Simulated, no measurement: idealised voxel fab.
Process module name: voxel gate over fins
Cross-section cut spans 225 nm and uses square cells 5 nm in size.
Bands, listed from the top down, are how a cross-section gets written in this document; the cross-section itself is a grid of square cells, and a band is one or more rows of them.
The entry gives the band's vertical extent as a top height and a bottom height in nm, then its horizontal make-up as materials from left to right, each with a width in nm. "air" stands for empty space; a single material marked "all across" fills the band edge to edge.
Heights are expressed relative to 0, this being the level below which the as-received wafer comprises one material exclusively. The lowest band is unbounded in the downward direction and is denoted as in "from 0 down".
Per-row width for "30->40": begins at first number (top row of band), ends at second number (bottom row), increment between rows held constant.
Given "identical to before" for a step, no cell of the cross-section differs between before and after that step.
The entry titled "Sealed-off cavities" provides the empty spaces that have no open way to the top, restricted to those of 8 cells or more. Each is presented as width x height at distance, the distance being measured from the left edge, with all three in nm.
Where a step's line continues beyond its settings, the continuation is a remark by the simulator itself on that step.
On any step carrying a mask, the "overlay nm" setting, if present on the step's line, tells how far right of its planned place the mask lay; negative values point to the left.
Guide to the pairs. Each holds a before and an after cross-section around one process step; the after cross-section is cut off at the lowest band that changed. Look under the pair for the step between them and its settings. Pairs can come from different runs of this module on the same starting wafer, so a pair follows on from the one above it only where its entry headed "Status before step" says it does.

Status before step:
    from 0 down = Si all across
    Sealed-off cavities: none

Step Outcome:
    from 10 to 0 = SiN all across
    Below 0, the layers are the same as they were.
    Sealed-off cavities: none
Operation between the pre and post cross-sections above: CONFORMAL_DEP, material SiN, thk nm 10

Status before step: cross-section not repeated; it is the one shown after the step in the pair just above.

Step Outcome:
    from 25 to 10 = aC all across
    Below 10, the layers are the same as they were.
    Sealed-off cavities: none
Operation between the pre and post cross-sections above: DIRECTIONAL_DEP, material aC, thk nm 15

Status before step: cross-section not repeated; it is the one shown after the step in the pair just above.

Step Outcome:
    from 55 to 25 = air 50  resist 15  air 20  resist 15  air 20  resist 15  air 20  resist 15  air 55
    Below 25, the layers are the same as they were.
    Sealed-off cavities: none
Operation between the pre and post cross-sections above: PATTERN, tone cover, mask id FINS, material resist, width nm 15, pitch nm 35, thk nm 30, overlay nm 0

Status before step: cross-section not repeated; it is the one shown after the step in the pair just above.

Step Outcome:
    from 40 to 25 = air 50  resist 15  air 20  resist 15  air 20  resist 15  air 20  resist 15  air 55
    from 25 to 10 = air 50  aC 15  air 20  aC 15  air 20  aC 15  air 20  aC 15  air 55
    Below 10, the layers are the same as they were.
    Sealed-off cavities: none
Operation between the pre and post cross-sections above: DIRECTIONAL_ETCH, etch materials aC, depth nm 15

Status before step: cross-section not repeated; it is the one shown after the step in the pair just above.

Step Outcome:
    from 25 to 10 = air 50  aC 15  air 20  aC 15  air 20  aC 15  air 20  aC 15  air 55
    Below 10, the layers are the same as they were.
    Sealed-off cavities: none
Operation between the pre and post cross-sections above: STRIP, etch materials resist

Status before step: cross-section not repeated; it is the one shown after the step in the pair just above.

Step Outcome:
    from 25 to 10 = air 50  aC 15  air 20  aC 15  air 20  aC 15  air 20  aC 15  air 55
    from 10 to 0 = air 50  SiN 15  air 20  SiN 15  air 20  SiN 15  air 20  SiN 15  air 55
    Below 0, the layers are the same as they were.
    Sealed-off cavities: none
Operation between the pre and post cross-sections above: DIRECTIONAL_ETCH, etch materials SiN, depth nm 10

Status before step: cross-section not repeated; it is the one shown after the step in the pair just above.

Step Outcome:
    from 25 to 10 = air 50  aC 15  air 20  aC 15  air 20  aC 15  air 20  aC 15  air 55
    from 10 to 0 = air 50  SiN 15  air 20  SiN 15  air 20  SiN 15  air 20  SiN 15  air 55
    from 0 to -40 = air 50  Si 15  air 20  Si 15  air 20  Si 15  air 20  Si 15  air 55
    Below -40, the layers are the same as they were.
    Sealed-off cavities: none
Operation between the pre and post cross-sections above: DIRECTIONAL_ETCH, etch materials Si, depth nm 40

Status before step: cross-section not repeated; it is the one shown after the step in the pair just above.

Step Outcome:
    from 10 to 0 = air 50  SiN 15  air 20  SiN 15  air 20  SiN 15  air 20  SiN 15  air 55
    Below 0, the layers are the same as they were.
    Sealed-off cavities: none
Operation between the pre and post cross-sections above: STRIP, etch materials aC

Status before step: cross-section not repeated; it is the one shown after the step in the pair just above.

Step Outcome:
    from 10 to 0 = air 50  SiN 15  air 20  SiN 15  air 20  SiN 15  air 20  SiN 15  air 55
    from 0 to -40 = air 50  SiO2 5  Si 5  SiO2 5  air 20  SiO2 5  Si 5  SiO2 5  air 20  SiO2 5  Si 5  SiO2 5  air 20  SiO2 5  Si 5  SiO2 5  air 55
    from -40 to -45 = SiO2 55  Si 5  SiO2 30  Si 5  SiO2 30  Si 5  SiO2 30  Si 5  SiO2 60
    Below -45, the layers are the same as they were.
    Sealed-off cavities: none
Operation between the pre and post cross-sections above: OXIDIZE, depth nm 5

Status before step: cross-section not repeated; it is the one shown after the step in the pair just above.

Step Outcome:
    from 20 to 10 = SiO2 all across
    from 10 to 0 = SiO2 50  SiN 15  SiO2 20  SiN 15  SiO2 20  SiN 15  SiO2 20  SiN 15  SiO2 55
    from 0 to -45 = SiO2 55  Si 5  SiO2 30  Si 5  SiO2 30  Si 5  SiO2 30  Si 5  SiO2 60
    Below -45, the layers are the same as they were.
    Sealed-off cavities: none
Operation between the pre and post cross-sections above: FILL_DEP, material SiO2, thk nm 10

Status before step: cross-section not repeated; it is the one shown after the step in the pair just above.

Step Outcome:
    from 10 to 0 = SiO2 50  SiN 15  SiO2 20  SiN 15  SiO2 20  SiN 15  SiO2 20  SiN 15  SiO2 55
    Below 0, the layers are the same as they were.
    Sealed-off cavities: none
Operation between the pre and post cross-sections above: CMP, height nm 10

Status before step: cross-section not repeated; it is the one shown after the step in the pair just above.

Step Outcome:
    from 10 to 0 = air 50  SiN 15  air 20  SiN 15  air 20  SiN 15  air 20  SiN 15  air 55
    from 0 to -10 = air 55  Si 5  air 30  Si 5  air 30  Si 5  air 30  Si 5  air 60
    Below -10, the layers are the same as they were.
    Sealed-off cavities: none
Operation between the pre and post cross-sections above: SELECTIVE_ETCH, etch materials SiO2, depth nm 20

Status before step: cross-section not repeated; it is the one shown after the step in the pair just above.

Step Outcome:
    from 0 to -10 = air 55  Si 5  air 30  Si 5  air 30  Si 5  air 30  Si 5  air 60
    Below -10, the layers are the same as they were.
    Sealed-off cavities: none
Operation between the pre and post cross-sections above: STRIP, etch materials SiN

Status before step: cross-section not repeated; it is the one shown after the step in the pair just above.

Step Outcome:
    from 5 to 0 = air 50  HfO2 15  air 20  HfO2 15  air 20  HfO2 15  air 20  HfO2 15  air 55
    from 0 to -5 = air 50  HfO2 5  Si 5  HfO2 5  air 20  HfO2 5  Si 5  HfO2 5  air 20  HfO2 5  Si 5  HfO2 5  air 20  HfO2 5  Si 5  HfO2 5  air 55
    from -5 to -10 = HfO2 55  Si 5  HfO2 30  Si 5  HfO2 30  Si 5  HfO2 30  Si 5  HfO2 60
    Below -10, the layers are the same as they were.
    Sealed-off cavities: none
Operation between the pre and post cross-sections above: CONFORMAL_DEP, material HfO2, thk nm 5

Status before step: cross-section not repeated; it is the one shown after the step in the pair just above.

Step Outcome:
    from 10 to 5 = air 45  TiN 25  air 10  TiN 25  air 10  TiN 25  air 10  TiN 25  air 50
    from 5 to 0 = air 45  TiN 5  HfO2 15  TiN 5  air 10  TiN 5  HfO2 15  TiN 5  air 10  TiN 5  HfO2 15  TiN 5  air 10  TiN 5  HfO2 15  TiN 5  air 50
    from 0 to -5 = TiN 50  HfO2 5  Si 5  HfO2 5  TiN 20  HfO2 5  Si 5  HfO2 5  TiN 20  HfO2 5  Si 5  HfO2 5  TiN 20  HfO2 5  Si 5  HfO2 5  TiN 55
    Below -5, the layers are the same as they were.
    Sealed-off cavities: none
Operation between the pre and post cross-sections above: CONFORMAL_DEP, material TiN, thk nm 5

Status before step: cross-section not repeated; it is the one shown after the step in the pair just above.

Step Outcome:
    from 15 to 10 = air 40  TiAl 140  air 45
    from 10 to 5 = air 40  TiAl 5  TiN 25  TiAl 10  TiN 25  TiAl 10  TiN 25  TiAl 10  TiN 25  TiAl 5  air 45
    from 5 to 0 = TiAl 45  TiN 5  HfO2 15  TiN 5  TiAl 10  TiN 5  HfO2 15  TiN 5  TiAl 10  TiN 5  HfO2 15  TiN 5  TiAl 10  TiN 5  HfO2 15  TiN 5  TiAl 50
    Below 0, the layers are the same as they were.
    Sealed-off cavities: none
Operation between the pre and post cross-sections above: CONFORMAL_DEP, material TiAl, thk nm 5

Status before step: cross-section not repeated; it is the one shown after the step in the pair just above.

Step Outcome:
    from 20 to 15 = air 35  TiN 150  air 40
    from 15 to 10 = air 35  TiN 5  TiAl 140  TiN 5  air 40
    from 10 to 5 = TiN 40  TiAl 5  TiN 25  TiAl 10  TiN 25  TiAl 10  TiN 25  TiAl 10  TiN 25  TiAl 5  TiN 45
    Below 5, the layers are the same as they were.
    Sealed-off cavities: none
Operation between the pre and post cross-sections above: CONFORMAL_DEP, material TiN, thk nm 5

Status before step: cross-section not repeated; it is the one shown after the step in the pair just above.

Step Outcome:
    from 30 to 20 = W all across
    from 20 to 15 = W 35  TiN 150  W 40
    from 15 to 10 = W 35  TiN 5  TiAl 140  TiN 5  W 40
    Below 10, the layers are the same as they were.
    Sealed-off cavities: none
Operation between the pre and post cross-sections above: FILL_DEP, material W, thk nm 10

Status before step: cross-section not repeated; it is the one shown after the step in the pair just above.

Step Outcome:
    from 25 to 20 = W all across
    Below 20, the layers are the same as they were.
    Sealed-off cavities: none
Operation between the pre and post cross-sections above: CMP, height nm 25

Status before step: cross-section not repeated; it is the one shown after the step in the pair just above.

Step Outcome:
    from 35 to 25 = SiN all across
    Below 25, the layers are the same as they were.
    Sealed-off cavities: none
Operation between the pre and post cross-sections above: CONFORMAL_DEP, material SiN, thk nm 10

Status before step:
    from 10 to 5 = air 45  TiN 25  air 10  TiN 25  air 10  TiN 25  air 10  TiN 25  air 50
    from 5 to 0 = air 45  TiN 5  HfO2 15  TiN 5  air 10  TiN 5  HfO2 15  TiN 5  air 10  TiN 5  HfO2 15  TiN 5  air 10  TiN 5  HfO2 15  TiN 5  air 50
    from 0 to -5 = TiN 50  HfO2 5  Si 5  HfO2 5  TiN 20  HfO2 5  Si 5  HfO2 5  TiN 20  HfO2 5  Si 5  HfO2 5  TiN 20  HfO2 5  Si 5  HfO2 5  TiN 55
    from -5 to -10 = HfO2 55  Si 5  HfO2 30  Si 5  HfO2 30  Si 5  HfO2 30  Si 5  HfO2 60
    from -10 to -45 = SiO2 55  Si 5  SiO2 30  Si 5  SiO2 30  Si 5  SiO2 30  Si 5  SiO2 60
    from -45 down = Si all across
    Sealed-off cavities: none

Step Outcome:
    from 15 to 5 = air 40  TiN 140  air 45
    from 5 to 0 = TiN 50  HfO2 15  TiN 20  HfO2 15  TiN 20  HfO2 15  TiN 20  HfO2 15  TiN 55
    Below 0, the layers are the same as they were.
    Sealed-off cavities: none
Operation between the pre and post cross-sections above: CONFORMAL_DEP, material TiN, thk nm 5

Status before step: cross-section not repeated; it is the one shown after the step in the pair just above.

Step Outcome:
    from 25 to 15 = W all across
    from 15 to 5 = W 40  TiN 140  W 45
    Below 5, the layers are the same as they were.
    Sealed-off cavities: none
Operation between the pre and post cross-sections above: FILL_DEP, material W, thk nm 10

Status before step: cross-section not repeated; it is the one shown after the step in the pair just above.

Step Outcome:
    from 35 to 25 = SiN all across
    Below 25, the layers are the same as they were.
    Sealed-off cavities: none
Operation between the pre and post cross-sections above: CONFORMAL_DEP, material SiN, thk nm 10

Status before step:
    from 10 to 0 = air 50  SiN 15  air 20  SiN 15  air 20  SiN 15  air 20  SiN 15  air 55
    from 0 to -10 = air 55  Si 5  air 30  Si 5  air 30  Si 5  air 30  Si 5  air 60
    from -10 to -45 = SiO2 55  Si 5  SiO2 30  Si 5  SiO2 30  Si 5  SiO2 30  Si 5  SiO2 60
    from -45 down = Si all across
    Sealed-off cavities: none

Step Outcome:
    from 10 to 0 = air 50  SiN 15  air 20  SiN 15  air 20  SiN 15  air 20  SiN 15  air 55
    from 0 to -30 = air 55  Si 5  air 30  Si 5  air 30  Si 5  air 30  Si 5  air 60
    Below -30, the layers are the same as they were.
    Sealed-off cavities: none
Operation between the pre and post cross-sections above: SELECTIVE_ETCH, etch materials SiO2, depth nm 20

Status before step: cross-section not repeated; it is the one shown after the step in the pair just above.

Step Outcome:
    from 0 to -30 = air 55  Si 5  air 30  Si 5  air 30  Si 5  air 30  Si 5  air 60
    Below -30, the layers are the same as they were.
    Sealed-off cavities: none
Operation between the pre and post cross-sections above: STRIP, etch materials SiN

Status before step: cross-section not repeated; it is the one shown after the step in the pair just above.

Step Outcome:
    from 5 to 0 = air 50  HfO2 15  air 20  HfO2 15  air 20  HfO2 15  air 20  HfO2 15  air 55
    from 0 to -25 = air 50  HfO2 5  Si 5  HfO2 5  air 20  HfO2 5  Si 5  HfO2 5  air 20  HfO2 5  Si 5  HfO2 5  air 20  HfO2 5  Si 5  HfO2 5  air 55
    from -25 to -30 = HfO2 55  Si 5  HfO2 30  Si 5  HfO2 30  Si 5  HfO2 30  Si 5  HfO2 60
    Below -30, the layers are the same as they were.
    Sealed-off cavities: none
Operation between the pre and post cross-sections above: CONFORMAL_DEP, material HfO2, thk nm 5

Status before step: cross-section not repeated; it is the one shown after the step in the pair just above.

Step Outcome:
    from 10 to 5 = air 45  TiN 25  air 10  TiN 25  air 10  TiN 25  air 10  TiN 25  air 50
    from 5 to 0 = air 45  TiN 5  HfO2 15  TiN 5  air 10  TiN 5  HfO2 15  TiN 5  air 10  TiN 5  HfO2 15  TiN 5  air 10  TiN 5  HfO2 15  TiN 5  air 50
    from 0 to -20 = air 45  TiN 5  HfO2 5  Si 5  HfO2 5  TiN 5  air 10  TiN 5  HfO2 5  Si 5  HfO2 5  TiN 5  air 10  TiN 5  HfO2 5  Si 5  HfO2 5  TiN 5  air 10  TiN 5  HfO2 5  Si 5  HfO2 5  TiN 5  air 50
    from -20 to -25 = TiN 50  HfO2 5  Si 5  HfO2 5  TiN 20  HfO2 5  Si 5  HfO2 5  TiN 20  HfO2 5  Si 5  HfO2 5  TiN 20  HfO2 5  Si 5  HfO2 5  TiN 55
    Below -25, the layers are the same as they were.
    Sealed-off cavities: none
Operation between the pre and post cross-sections above: CONFORMAL_DEP, material TiN, thk nm 5

Status before step: cross-section not repeated; it is the one shown after the step in the pair just above.

Step Outcome:
    from 15 to 10 = air 40  TiAl 140  air 45
    from 10 to 5 = air 40  TiAl 5  TiN 25  TiAl 10  TiN 25  TiAl 10  TiN 25  TiAl 10  TiN 25  TiAl 5  air 45
    from 5 to 0 = air 40  TiAl 5  TiN 5  HfO2 15  TiN 5  TiAl 10  TiN 5  HfO2 15  TiN 5  TiAl 10  TiN 5  HfO2 15  TiN 5  TiAl 10  TiN 5  HfO2 15  TiN 5  TiAl 5  air 45
    from 0 to -15 = air 40  TiAl 5  TiN 5  HfO2 5  Si 5  HfO2 5  TiN 5  TiAl 10  TiN 5  HfO2 5  Si 5  HfO2 5  TiN 5  TiAl 10  TiN 5  HfO2 5  Si 5  HfO2 5  TiN 5  TiAl 10  TiN 5  HfO2 5  Si 5  HfO2 5  TiN 5  TiAl 5  air 45
    from -15 to -20 = TiAl 45  TiN 5  HfO2 5  Si 5  HfO2 5  TiN 5  TiAl 10  TiN 5  HfO2 5  Si 5  HfO2 5  TiN 5  TiAl 10  TiN 5  HfO2 5  Si 5  HfO2 5  TiN 5  TiAl 10  TiN 5  HfO2 5  Si 5  HfO2 5  TiN 5  TiAl 50
    Below -20, the layers are the same as they were.
    Sealed-off cavities: none
Operation between the pre and post cross-sections above: CONFORMAL_DEP, material TiAl, thk nm 5

Status before step: cross-section not repeated; it is the one shown after the step in the pair just above.

Step Outcome:
    from 20 to 15 = air 35  TiN 150  air 40
    from 15 to 10 = air 35  TiN 5  TiAl 140  TiN 5  air 40
    from 10 to 5 = air 35  TiN 5  TiAl 5  TiN 25  TiAl 10  TiN 25  TiAl 10  TiN 25  TiAl 10  TiN 25  TiAl 5  TiN 5  air 40
    from 5 to 0 = air 35  TiN 5  TiAl 5  TiN 5  HfO2 15  TiN 5  TiAl 10  TiN 5  HfO2 15  TiN 5  TiAl 10  TiN 5  HfO2 15  TiN 5  TiAl 10  TiN 5  HfO2 15  TiN 5  TiAl 5  TiN 5  air 40
    from 0 to -10 = air 35  TiN 5  TiAl 5  TiN 5  HfO2 5  Si 5  HfO2 5  TiN 5  TiAl 10  TiN 5  HfO2 5  Si 5  HfO2 5  TiN 5  TiAl 10  TiN 5  HfO2 5  Si 5  HfO2 5  TiN 5  TiAl 10  TiN 5  HfO2 5  Si 5  HfO2 5  TiN 5  TiAl 5  TiN 5  air 40
    from -10 to -15 = TiN 40  TiAl 5  TiN 5  HfO2 5  Si 5  HfO2 5  TiN 5  TiAl 10  TiN 5  HfO2 5  Si 5  HfO2 5  TiN 5  TiAl 10  TiN 5  HfO2 5  Si 5  HfO2 5  TiN 5  TiAl 10  TiN 5  HfO2 5  Si 5  HfO2 5  TiN 5  TiAl 5  TiN 45
    Below -15, the layers are the same as they were.
    Sealed-off cavities: none
Operation between the pre and post cross-sections above: CONFORMAL_DEP, material TiN, thk nm 5

Status before step: cross-section not repeated; it is the one shown after the step in the pair just above.

Step Outcome:
    from 30 to 20 = W all across
    from 20 to 15 = W 35  TiN 150  W 40
    from 15 to 10 = W 35  TiN 5  TiAl 140  TiN 5  W 40
    from 10 to 5 = W 35  TiN 5  TiAl 5  TiN 25  TiAl 10  TiN 25  TiAl 10  TiN 25  TiAl 10  TiN 25  TiAl 5  TiN 5  W 40
    from 5 to 0 = W 35  TiN 5  TiAl 5  TiN 5  HfO2 15  TiN 5  TiAl 10  TiN 5  HfO2 15  TiN 5  TiAl 10  TiN 5  HfO2 15  TiN 5  TiAl 10  TiN 5  HfO2 15  TiN 5  TiAl 5  TiN 5  W 40
    from 0 to -10 = W 35  TiN 5  TiAl 5  TiN 5  HfO2 5  Si 5  HfO2 5  TiN 5  TiAl 10  TiN 5  HfO2 5  Si 5  HfO2 5  TiN 5  TiAl 10  TiN 5  HfO2 5  Si 5  HfO2 5  TiN 5  TiAl 10  TiN 5  HfO2 5  Si 5  HfO2 5  TiN 5  TiAl 5  TiN 5  W 40
    Below -10, the layers are the same as they were.
    Sealed-off cavities: none
Operation between the pre and post cross-sections above: FILL_DEP, material W, thk nm 10

Status before step: cross-section not repeated; it is the one shown after the step in the pair just above.

Step Outcome:
    from 25 to 20 = W all across
    Below 20, the layers are the same as they were.
    Sealed-off cavities: none
Operation between the pre and post cross-sections above: CMP, height nm 25

Status before step: cross-section not repeated; it is the one shown after the step in the pair just above.

Step Outcome:
    from 35 to 25 = SiN all across
    Below 25, the layers are the same as they were.
    Sealed-off cavities: none
Operation between the pre and post cross-sections above: CONFORMAL_DEP, material SiN, thk nm 10

Status before step:
    from 5 to 0 = air 50  HfO2 15  air 20  HfO2 15  air 20  HfO2 15  air 20  HfO2 15  air 55
    from 0 to -5 = air 50  HfO2 5  Si 5  HfO2 5  air 20  HfO2 5  Si 5  HfO2 5  air 20  HfO2 5  Si 5  HfO2 5  air 20  HfO2 5  Si 5  HfO2 5  air 55
    from -5 to -10 = HfO2 55  Si 5  HfO2 30  Si 5  HfO2 30  Si 5  HfO2 30  Si 5  HfO2 60
    from -10 to -45 = SiO2 55  Si 5  SiO2 30  Si 5  SiO2 30  Si 5  SiO2 30  Si 5  SiO2 60
    from -45 down = Si all across
    Sealed-off cavities: none

Step Outcome:
    from 10 to 5 = air 45  TiAl 25  air 10  TiAl 25  air 10  TiAl 25  air 10  TiAl 25  air 50
    from 5 to 0 = air 45  TiAl 5  HfO2 15  TiAl 5  air 10  TiAl 5  HfO2 15  TiAl 5  air 10  TiAl 5  HfO2 15  TiAl 5  air 10  TiAl 5  HfO2 15  TiAl 5  air 50
    from 0 to -5 = TiAl 50  HfO2 5  Si 5  HfO2 5  TiAl 20  HfO2 5  Si 5  HfO2 5  TiAl 20  HfO2 5  Si 5  HfO2 5  TiAl 20  HfO2 5  Si 5  HfO2 5  TiAl 55
    Below -5, the layers are the same as they were.
    Sealed-off cavities: none
Operation between the pre and post cross-sections above: CONFORMAL_DEP, material TiAl, thk nm 5

Status before step: cross-section not repeated; it is the one shown after the step in the pair just above.

Step Outcome:
    from 15 to 10 = air 40  TiN 140  air 45
    from 10 to 5 = air 40  TiN 5  TiAl 25  TiN 10  TiAl 25  TiN 10  TiAl 25  TiN 10  TiAl 25  TiN 5  air 45
    from 5 to 0 = TiN 45  TiAl 5  HfO2 15  TiAl 5  TiN 10  TiAl 5  HfO2 15  TiAl 5  TiN 10  TiAl 5  HfO2 15  TiAl 5  TiN 10  TiAl 5  HfO2 15  TiAl 5  TiN 50
    Below 0, the layers are the same as they were.
    Sealed-off cavities: none
Operation between the pre and post cross-sections above: CONFORMAL_DEP, material TiN, thk nm 5

Status before step: cross-section not repeated; it is the one shown after the step in the pair just above.

Step Outcome:
    from 20 to 10 = air 35  TiN 150  air 40
    from 10 to 5 = TiN 45  TiAl 25  TiN 10  TiAl 25  TiN 10  TiAl 25  TiN 10  TiAl 25  TiN 50
    Below 5, the layers are the same as they were.
    Sealed-off cavities: none
Operation between the pre and post cross-sections above: CONFORMAL_DEP, material TiN, thk nm 5

Status before step: cross-section not repeated; it is the one shown after the step in the pair just above.

Step Outcome:
    from 30 to 20 = W all across
    from 20 to 10 = W 35  TiN 150  W 40
    Below 10, the layers are the same as they were.
    Sealed-off cavities: none
Operation between the pre and post cross-sections above: FILL_DEP, material W, thk nm 10

Status before step: cross-section not repeated; it is the one shown after the step in the pair just above.

Step Outcome:
    from 25 to 20 = W all across
    Below 20, the layers are the same as they were.
    Sealed-off cavities: none
Operation between the pre and post cross-sections above: CMP, height nm 25

Status before step: cross-section not repeated; it is the one shown after the step in the pair just above.

Step Outcome:
    from 35 to 25 = SiN all across
    Below 25, the layers are the same as they were.
    Sealed-off cavities: none
Operation between the pre and post cross-sections above: CONFORMAL_DEP, material SiN, thk nm 10

Status before step:
    from 25 to 10 = air 50  aC 15  air 20  aC 15  air 20  aC 15  air 20  aC 15  air 55
    from 10 to 0 = air 50  SiN 15  air 20  SiN 15  air 20  SiN 15  air 20  SiN 15  air 55
    from 0 down = Si all across
    Sealed-off cavities: none

Step Outcome:
    from 25 to 10 = air 50  aC 15  air 20  aC 15  air 20  aC 15  air 20  aC 15  air 55
    from 10 to 0 = air 50  SiN 15  air 20  SiN 15  air 20  SiN 15  air 20  SiN 15  air 55
    from 0 to -35 = air 50  Si 15  air 20  Si 15  air 20  Si 15  air 20  Si 15  air 55
    Below -35, the layers are the same as they were.
    Sealed-off cavities: none
Operation between the pre and post cross-sections above: DIRECTIONAL_ETCH, etch materials Si, depth nm 35

Status before step: cross-section not repeated; it is the one shown after the step in the pair just above.

Step Outcome:
    from 10 to 0 = air 50  SiN 15  air 20  SiN 15  air 20  SiN 15  air 20  SiN 15  air 55
    Below 0, the layers are the same as they were.
    Sealed-off cavities: none
Operation between the pre and post cross-sections above: STRIP, etch materials aC

Status before step: cross-section not repeated; it is the one shown after the step in the pair just above.

Step Outcome:
    from 10 to 0 = air 50  SiN 15  air 20  SiN 15  air 20  SiN 15  air 20  SiN 15  air 55
    from 0 to -35 = air 50  SiO2 5  Si 5  SiO2 5  air 20  SiO2 5  Si 5  SiO2 5  air 20  SiO2 5  Si 5  SiO2 5  air 20  SiO2 5  Si 5  SiO2 5  air 55
    from -35 to -40 = SiO2 55  Si 5  SiO2 30  Si 5  SiO2 30  Si 5  SiO2 30  Si 5  SiO2 60
    Below -40, the layers are the same as they were.
    Sealed-off cavities: none
Operation between the pre and post cross-sections above: OXIDIZE, depth nm 5

Status before step: cross-section not repeated; it is the one shown after the step in the pair just above.

Step Outcome:
    from 20 to 10 = SiO2 all across
    from 10 to 0 = SiO2 50  SiN 15  SiO2 20  SiN 15  SiO2 20  SiN 15  SiO2 20  SiN 15  SiO2 55
    from 0 to -40 = SiO2 55  Si 5  SiO2 30  Si 5  SiO2 30  Si 5  SiO2 30  Si 5  SiO2 60
    Below -40, the layers are the same as they were.
    Sealed-off cavities: none
Operation between the pre and post cross-sections above: FILL_DEP, material SiO2, thk nm 10

Status before step: cross-section not repeated; it is the one shown after the step in the pair just above.

Step Outcome:
    from 10 to 0 = SiO2 50  SiN 15  SiO2 20  SiN 15  SiO2 20  SiN 15  SiO2 20  SiN 15  SiO2 55
    Below 0, the layers are the same as they were.
    Sealed-off cavities: none
Operation between the pre and post cross-sections above: CMP, height nm 10

Status before step: cross-section not repeated; it is the one shown after the step in the pair just above.

Step Outcome:
    from 10 to 0 = air 50  SiN 15  air 20  SiN 15  air 20  SiN 15  air 20  SiN 15  air 55
    from 0 to -10 = air 55  Si 5  air 30  Si 5  air 30  Si 5  air 30  Si 5  air 60
    Below -10, the layers are the same as they were.
    Sealed-off cavities: none
Operation between the pre and post cross-sections above: SELECTIVE_ETCH, etch materials SiO2, depth nm 20

Status before step: cross-section not repeated; it is the one shown after the step in the pair just above.

Step Outcome:
    from 0 to -10 = air 55  Si 5  air 30  Si 5  air 30  Si 5  air 30  Si 5  air 60
    Below -10, the layers are the same as they were.
    Sealed-off cavities: none
Operation between the pre and post cross-sections above: STRIP, etch materials SiN

Status before step: cross-section not repeated; it is the one shown after the step in the pair just above.

Step Outcome:
    from 5 to 0 = air 50  HfO2 15  air 20  HfO2 15  air 20  HfO2 15  air 20  HfO2 15  air 55
    from 0 to -5 = air 50  HfO2 5  Si 5  HfO2 5  air 20  HfO2 5  Si 5  HfO2 5  air 20  HfO2 5  Si 5  HfO2 5  air 20  HfO2 5  Si 5  HfO2 5  air 55
    from -5 to -10 = HfO2 55  Si 5  HfO2 30  Si 5  HfO2 30  Si 5  HfO2 30  Si 5  HfO2 60
    Below -10, the layers are the same as they were.
    Sealed-off cavities: none
Operation between the pre and post cross-sections above: CONFORMAL_DEP, material HfO2, thk nm 5

Status before step: cross-section not repeated; it is the one shown after the step in the pair just above.

Step Outcome:
    from 10 to 5 = air 45  TiN 25  air 10  TiN 25  air 10  TiN 25  air 10  TiN 25  air 50
    from 5 to 0 = air 45  TiN 5  HfO2 15  TiN 5  air 10  TiN 5  HfO2 15  TiN 5  air 10  TiN 5  HfO2 15  TiN 5  air 10  TiN 5  HfO2 15  TiN 5  air 50
    from 0 to -5 = TiN 50  HfO2 5  Si 5  HfO2 5  TiN 20  HfO2 5  Si 5  HfO2 5  TiN 20  HfO2 5  Si 5  HfO2 5  TiN 20  HfO2 5  Si 5  HfO2 5  TiN 55
    Below -5, the layers are the same as they were.
    Sealed-off cavities: none
Operation between the pre and post cross-sections above: CONFORMAL_DEP, material TiN, thk nm 5

Status before step: cross-section not repeated; it is the one shown after the step in the pair just above.

Step Outcome:
    from 15 to 10 = air 40  TiAl 140  air 45
    from 10 to 5 = air 40  TiAl 5  TiN 25  TiAl 10  TiN 25  TiAl 10  TiN 25  TiAl 10  TiN 25  TiAl 5  air 45
    from 5 to 0 = TiAl 45  TiN 5  HfO2 15  TiN 5  TiAl 10  TiN 5  HfO2 15  TiN 5  TiAl 10  TiN 5  HfO2 15  TiN 5  TiAl 10  TiN 5  HfO2 15  TiN 5  TiAl 50
    Below 0, the layers are the same as they were.
    Sealed-off cavities: none
Operation between the pre and post cross-sections above: CONFORMAL_DEP, material TiAl, thk nm 5

Status before step: cross-section not repeated; it is the one shown after the step in the pair just above.

Step Outcome:
    from 20 to 15 = air 35  TiN 150  air 40
    from 15 to 10 = air 35  TiN 5  TiAl 140  TiN 5  air 40
    from 10 to 5 = TiN 40  TiAl 5  TiN 25  TiAl 10  TiN 25  TiAl 10  TiN 25  TiAl 10  TiN 25  TiAl 5  TiN 45
    Below 5, the layers are the same as they were.
    Sealed-off cavities: none
Operation between the pre and post cross-sections above: CONFORMAL_DEP, material TiN, thk nm 5

Status before step: cross-section not repeated; it is the one shown after the step in the pair just above.

Step Outcome:
    from 30 to 20 = W all across
    from 20 to 15 = W 35  TiN 150  W 40
    from 15 to 10 = W 35  TiN 5  TiAl 140  TiN 5  W 40
    Below 10, the layers are the same as they were.
    Sealed-off cavities: none
Operation between the pre and post cross-sections above: FILL_DEP, material W, thk nm 10

Status before step: cross-section not repeated; it is the one shown after the step in the pair just above.

Step Outcome:
    from 25 to 20 = W all across
    Below 20, the layers are the same as they were.
    Sealed-off cavities: none
Operation between the pre and post cross-sections above: CMP, height nm 25

Status before step: cross-section not repeated; it is the one shown after the step in the pair just above.

Step Outcome:
    from 35 to 25 = SiN all across
    Below 25, the layers are the same as they were.
    Sealed-off cavities: none
Operation between the pre and post cross-sections above: CONFORMAL_DEP, material SiN, thk nm 10

Status before step:
    from 25 to 10 = aC all across
    from 10 to 0 = SiN all across
    from 0 down = Si all across
    Sealed-off cavities: none

Step Outcome:
    from 55 to 25 = air 50  resist 20  air 15  resist 20  air 15  resist 20  air 15  resist 20  air 50
    Below 25, the layers are the same as they were.
    Sealed-off cavities: none
Operation between the pre and post cross-sections above: PATTERN, tone cover, mask id FINS, material resist, width nm 20, pitch nm 35, thk nm 30, overlay nm 0

Status before step: cross-section not repeated; it is the one shown after the step in the pair just above.

Step Outcome:
    from 40 to 25 = air 50  resist 20  air 15  resist 20  air 15  resist 20  air 15  resist 20  air 50
    from 25 to 10 = air 50  aC 20  air 15  aC 20  air 15  aC 20  air 15  aC 20  air 50
    Below 10, the layers are the same as they were.
    Sealed-off cavities: none
Operation between the pre and post cross-sections above: DIRECTIONAL_ETCH, etch materials aC, depth nm 15

Status before step: cross-section not repeated; it is the one shown after the step in the pair just above.

Step Outcome:
    from 25 to 10 = air 50  aC 20  air 15  aC 20  air 15  aC 20  air 15  aC 20  air 50
    Below 10, the layers are the same as they were.
    Sealed-off cavities: none
Operation between the pre and post cross-sections above: STRIP, etch materials resist
